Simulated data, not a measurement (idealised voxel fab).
The process module presented herein is designated voxel capacitor over wiring.
Cross-section cut: width 170 nm, square cells of 5 nm.
This document writes a cross-section as a grid whose cells are square, and gives it as bands, listed from the top down; one or more rows of cells form a band. Each band's line starts with the height of the band's top and of its bottom, in nm. Then come its materials from left to right, each with its width in nm. One material with "full width" fills the band from edge to edge. "blank" is empty space. Heights from 0 (as-received wafer is one material below). Bottom band endless downward, as "0..down". A two-number width, for instance "30 to 40", indicates that the width is equal to the first number in the top row of the band and to the second number in the bottom row, and that it changes by a constant amount per row of cells. The cross-section has no changed cell in any step marked "all unchanged". Empty spaces without an open route to the top, at least 8 cells in extent, make up the entry "Encapsulated voids"; each is given as width x height at distance, where the distance is measured from the left edge, and all are in nm. Formally, on a step line, whatever follows the settings is a remark that the simulator itself makes on the step. You can add "overlay nm" to a step's line. For a step with a mask, it describes how far the mask lay to the right of its planned position, and a negative number describes a lay to the left.
### Planned step list for the process
step 1: RECEIVE (material Si)
step 2: CONFORMAL_DEP (material SiO2; thk nm 15)
step 3: CONFORMAL_DEP (material SiN; thk nm 5)
step 4: DIRECTIONAL_DEP (material SiO2; thk nm 25)
step 5: DIRECTIONAL_DEP (material aC; thk nm 15)
step 6: PATTERN (tone open; mask id METAL_1; material resist; width nm 30; pitch nm 90; thk nm 30; overlay nm -10)
step 7: DIRECTIONAL_ETCH (etch materials aC; depth nm 15)
step 8: STRIP (etch materials resist)
step 9: DIRECTIONAL_ETCH (etch materials SiO2; depth nm 25)
step 10: DIRECTIONAL_ETCH (etch materials SiN; depth nm 5)
step 11: STRIP (etch materials aC)
step 12: CONFORMAL_DEP (material TiN; thk nm 5)
step 13: FILL_DEP (material Cu; thk nm 10)
step 14: CMP (height nm 45)
step 15: CONFORMAL_DEP (material SiCN; thk nm 5)
step 16: DIRECTIONAL_DEP (material SiO2; thk nm 15)
step 17: PATTERN (tone open; mask id PLUG_1; material resist; width nm 15; thk nm 20; overlay nm 0)
step 18: DIRECTIONAL_ETCH (etch materials SiO2; depth nm 15)
step 19: DIRECTIONAL_ETCH (etch materials SiCN; depth nm 5)
step 20: STRIP (etch materials resist)
step 21: CONFORMAL_DEP (material TiN; thk nm 5)
step 22: FILL_DEP (material W; thk nm 5)
step 23: CMP (height nm 65)
step 24: DIRECTIONAL_DEP (material TiN; thk nm 5)
step 25: DIRECTIONAL_DEP (material SiN; thk nm 5)
step 26: DIRECTIONAL_DEP (material TiN; thk nm 5)
step 27: MASKED_ETCH (tone cover; mask id UPPER_PLATE; width nm 65; etch materials TiN; depth nm 5; overlay nm 0)
step 28: MASKED_ETCH (tone cover; mask id UPPER_PLATE; width nm 65; etch materials SiN; depth nm 5; overlay nm 0)
step 29: DIRECTIONAL_DEP (material aC; thk nm 15)
step 30: PATTERN (tone cover; mask id LOWER_PLATE; material resist; width nm 75; thk nm 35; overlay nm 0)
step 31: DIRECTIONAL_ETCH (etch materials aC; depth nm 15)
step 32: STRIP (etch materials resist)
step 33: DIRECTIONAL_ETCH (etch materials TiN; depth nm 5)
step 34: STRIP (etch materials aC)
step 35: FILL_DEP (material SiO2; thk nm 15)
step 36: CMP (height nm 90)
step 37: MASKED_ETCH (tone open; mask id PLUG_2; width nm 15; etch materials SiO2; depth nm 10; overlay nm 0)
step 38: CONFORMAL_DEP (material TiN; thk nm 5)
step 39: FILL_DEP (material Cu; thk nm 5)
step 40: CMP (height nm 90)
step 41: CONFORMAL_DEP (material SiCN; thk nm 5)
Across this set of wafers, the varied parameter is the overlay nm of step 6. Starting conditions are identical for every wafer, and the plan reports the value assigned to the first wafer.
### Cross-section of the first of several received wafers, showing its state after step 1
- 0..down  Si full width
- Encapsulated voids: none
### Quick look at the cross-section of the first of several wafers after step 41, which wraps up the module
- 95..90  SiCN full width
- 90..85  50 nm SiO2; 5 nm TiN; 5 nm Cu; 5 nm TiN; 105 nm SiO2
- 85..75  50 to 40 nm SiO2; 15 to 65 nm TiN; 105 to 65 nm SiO2
- 75..70  40 nm SiO2; 65 nm SiN; 65 nm SiO2
- 70..65  35 nm SiO2; 75 nm TiN; 60 nm SiO2
- 65..50  40 nm SiO2; 5 nm TiN; 5 nm W; 5 nm TiN; 115 nm SiO2
- 50..45  40 nm SiCN; 15 nm TiN; 115 nm SiCN
- 45..20  15 nm SiO2; 5 nm TiN; 20 nm Cu; 5 nm TiN; 60 nm SiO2; 5 nm TiN; 20 nm Cu; 5 nm TiN; 35 nm SiO2
- 20..15  15 nm SiN; 30 nm TiN; 60 nm SiN; 30 nm TiN; 35 nm SiN
- 15..0  SiO2 full width
- 0..down  Si full width
- Encapsulated voids: none
### Here's the last wafer cross-sectioned at the end of the module
- 95..90  SiCN full width
- 90..85  50 nm SiO2; 5 nm TiN; 5 nm Cu; 5 nm TiN; 105 nm SiO2
- 85..75  50 to 40 nm SiO2; 15 to 65 nm TiN; 105 to 65 nm SiO2
- 75..70  40 nm SiO2; 65 nm SiN; 65 nm SiO2
- 70..65  35 nm SiO2; 75 nm TiN; 60 nm SiO2
- 65..50  40 nm SiO2; 5 nm TiN; 5 nm W; 5 nm TiN; 115 nm SiO2
- 50..45  40 nm SiCN; 15 nm TiN; 115 nm SiCN
- 45..20  35 nm SiO2; 5 nm TiN; 20 nm Cu; 5 nm TiN; 60 nm SiO2; 5 nm TiN; 20 nm Cu; 5 nm TiN; 15 nm SiO2
- 20..15  35 nm SiN; 30 nm TiN; 60 nm SiN; 30 nm TiN; 15 nm SiN
- 15..0  SiO2 full width
- 0..down  Si full width
- Encapsulated voids: none
### Per-wafer rows below. For each material: cells gained (+) or lost (-) since the wafer was received, as of end of module. Then: closed voids
overlay nm -10 | +41 Cu | +65 SiCN | +35 SiN | +428 SiO2 | +74 TiN | +3 W | Encapsulated voids: none
overlay nm -5 | +41 Cu | +65 SiCN | +35 SiN | +428 SiO2 | +74 TiN | +3 W | Encapsulated voids: none
overlay nm 0 | +41 Cu | +65 SiCN | +35 SiN | +428 SiO2 | +74 TiN | +3 W | Encapsulated voids: none
overlay nm 5 | +41 Cu | +65 SiCN | +35 SiN | +428 SiO2 | +74 TiN | +3 W | Encapsulated voids: none
overlay nm 10 | +41 Cu | +65 SiCN | +35 SiN | +428 SiO2 | +74 TiN | +3 W | Encapsulated voids: none
